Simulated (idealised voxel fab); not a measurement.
Proc. module: voxel tone inversion
The figure presents cross-section cut, which has a width of 200 nm and is divided into square cells with an edge length of 5 nm.
Square cells in a grid make up a cross-section in this document, and the grid is given as bands, listed from the top down, each one or more rows of cells. Look at the band entry: it leads with the top's height and the bottom's height in nm. Then it lists the materials left to right, with a width in nm for each. The word "full width" on a single material says that material fills the band edge to edge. The word "air" is empty space. Measure heights from 0. That's the level where, below it, the as-received wafer is all one material. The lowest band is bottomless and extends downward; write it as in "0 and below". Read "30 to 40" as a graded width: first number on top, second number at the bottom, same change between each pair of neighbouring rows. Take "remained unchanged" at face value: in the step it is given for, the cross-section changed in none of its cells. Each empty space that has no open way to the top and spans at least 8 cells appears under "Enclosed empty spaces" as width x height at distance, the distance counted from the left edge, all in nm. Formally, on a step line, whatever follows the settings is a remark that the simulator itself makes on the step. "overlay nm" on a masked step: distance the mask lay right of its planned place, negative for left.

# Intended process steps
1) RECEIVE (material Si)
2) CONFORMAL_DEP (material SiCN; thk nm 10)
3) DIRECTIONAL_DEP (material polySi; thk nm 15)
4) PATTERN (tone cover; mask id POSTS; material resist; width nm 25; pitch nm 55; thk nm 25; overlay nm 0)
5) DIRECTIONAL_ETCH (etch materials polySi; depth nm 15)
6) STRIP (etch materials resist)
7) FILL_DEP (material lowk; thk nm 5)
8) CMP (height nm 25)
9) STRIP (etch materials polySi)
10) CONFORMAL_DEP (material TiN; thk nm 5)
11) FILL_DEP (material Ru; thk nm 10)
12) CMP (height nm 25)
13) CONFORMAL_DEP (material SiN; thk nm 5)

# First out of two wafers; run went to plan

# Incoming wafer in cross-section (state: after step 1)
> 0 and below = Si full width
> Enclosed empty spaces: none

# Wafer xsec, post step 2
> 10 down to 0 = SiCN full width
> Rest of section, below 0: as before.

# Wafer xsec, post step 3
> 25 down to 10 = polySi full width
> Rest of section, below 10: as before.

# Wafer xsec, post step 4
> 50 down to 25 = air=30 / resist=25 / air=30 / resist=25 / air=30 / resist=25 / air=35
> Rest of section, below 25: as before.

# Wafer xsec, post step 5
> 50 down to 25 = air=30 / resist=25 / air=30 / resist=25 / air=30 / resist=25 / air=35
> 25 down to 10 = air=30 / polySi=25 / air=30 / polySi=25 / air=30 / polySi=25 / air=35
> Rest of section, below 10: as before.

# Wafer xsec, post step 6
> 25 down to 10 = air=30 / polySi=25 / air=30 / polySi=25 / air=30 / polySi=25 / air=35
> Rest of section, below 10: as before.

# Wafer xsec, post step 7
> 30 down to 25 = lowk full width
> 25 down to 10 = lowk=30 / polySi=25 / lowk=30 / polySi=25 / lowk=30 / polySi=25 / lowk=35
> Rest of section, below 10: as before.

# Wafer xsec, post step 8
> 25 down to 10 = lowk=30 / polySi=25 / lowk=30 / polySi=25 / lowk=30 / polySi=25 / lowk=35
> Rest of section, below 10: as before.

# Wafer xsec, post step 9
> 25 down to 10 = lowk=30 / air=25 / lowk=30 / air=25 / lowk=30 / air=25 / lowk=35
> Rest of section, below 10: as before.

# Wafer xsec, post step 10
> 30 down to 25 = TiN=35 / air=15 / TiN=40 / air=15 / TiN=40 / air=15 / TiN=40
> 25 down to 15 = lowk=30 / TiN=5 / air=15 / TiN=5 / lowk=30 / TiN=5 / air=15 / TiN=5 / lowk=30 / TiN=5 / air=15 / TiN=5 / lowk=35
> 15 down to 10 = lowk=30 / TiN=25 / lowk=30 / TiN=25 / lowk=30 / TiN=25 / lowk=35
> Rest of section, below 10: as before.

# Wafer xsec, post step 11
> 40 down to 30 = Ru full width
> 30 down to 25 = TiN=35 / Ru=15 / TiN=40 / Ru=15 / TiN=40 / Ru=15 / TiN=40
> 25 down to 15 = lowk=30 / TiN=5 / Ru=15 / TiN=5 / lowk=30 / TiN=5 / Ru=15 / TiN=5 / lowk=30 / TiN=5 / Ru=15 / TiN=5 / lowk=35
> Rest of section, below 15: as before.

# Wafer xsec, post step 12
> 25 down to 15 = lowk=30 / TiN=5 / Ru=15 / TiN=5 / lowk=30 / TiN=5 / Ru=15 / TiN=5 / lowk=30 / TiN=5 / Ru=15 / TiN=5 / lowk=35
> Rest of section, below 15: as before.

# Wafer xsec, post step 13
> 30 down to 25 = SiN full width
> Rest of section, below 25: as before.

# second wafer: like start, like plan, one mistake. Through step 4 it matches the first wafer

# Cross-section, second wafer, at the end time the plan gives for step 5
> 50 down to 25 = air=30 / resist=25 / air=30 / resist=25 / air=30 / resist=25 / air=35
> 25 down to 10 = air=30 / polySi=25 / air=30 / polySi=25 / air=30 / polySi=25 / air=35
> Rest of section, below 10: as before.

# Cross-section, second wafer, at the end time the plan gives for step 6
> 25 down to 10 = air=30 / polySi=25 / air=30 / polySi=25 / air=30 / polySi=25 / air=35
> Rest of section, below 10: as before.

# Cross-section, second wafer, at the end time the plan gives for step 7
> 30 down to 25 = lowk full width
> 25 down to 10 = lowk=30 / polySi=25 / lowk=30 / polySi=25 / lowk=30 / polySi=25 / lowk=35
> Rest of section, below 10: as before.

# Cross-section, second wafer, at the end time the plan gives for step 8
> 25 down to 10 = lowk=30 / polySi=25 / lowk=30 / polySi=25 / lowk=30 / polySi=25 / lowk=35
> Rest of section, below 10: as before.

# Cross-section, second wafer, at the end time the plan gives for step 9
> 25 down to 10 = lowk=30 / air=25 / lowk=30 / air=25 / lowk=30 / air=25 / lowk=35
> Rest of section, below 10: as before.

# Cross-section, second wafer, at the end time the plan gives for step 10
> 30 down to 25 = TiN=35 / air=15 / TiN=40 / air=15 / TiN=40 / air=15 / TiN=40
> 25 down to 15 = lowk=30 / TiN=5 / air=15 / TiN=5 / lowk=30 / TiN=5 / air=15 / TiN=5 / lowk=30 / TiN=5 / air=15 / TiN=5 / lowk=35
> 15 down to 10 = lowk=30 / TiN=25 / lowk=30 / TiN=25 / lowk=30 / TiN=25 / lowk=35
> Rest of section, below 10: as before.

# Cross-section, second wafer, at the end time the plan gives for step 11
> 40 down to 30 = Ru full width
> 30 down to 25 = TiN=35 / Ru=15 / TiN=40 / Ru=15 / TiN=40 / Ru=15 / TiN=40
> 25 down to 15 = lowk=30 / TiN=5 / Ru=15 / TiN=5 / lowk=30 / TiN=5 / Ru=15 / TiN=5 / lowk=30 / TiN=5 / Ru=15 / TiN=5 / lowk=35
> Rest of section, below 15: as before.

# Cross-section, second wafer, at the end time the plan gives for step 12
> 25 down to 15 = lowk=30 / TiN=5 / Ru=15 / TiN=5 / lowk=30 / TiN=5 / Ru=15 / TiN=5 / lowk=30 / TiN=5 / Ru=15 / TiN=5 / lowk=35
> Rest of section, below 15: as before.

# Cross-section, second wafer, at the end time the plan gives for step 13
> 30 down to 25 = SiN full width
> Rest of section, below 25: as before.
Against the plan, the run slipped here: execution of plan step 5 occurred twice
Upon completion, the cross-sectional profiles of the two wafers are identical; consequently, the error exerts no influence on the quantities computed by this model.
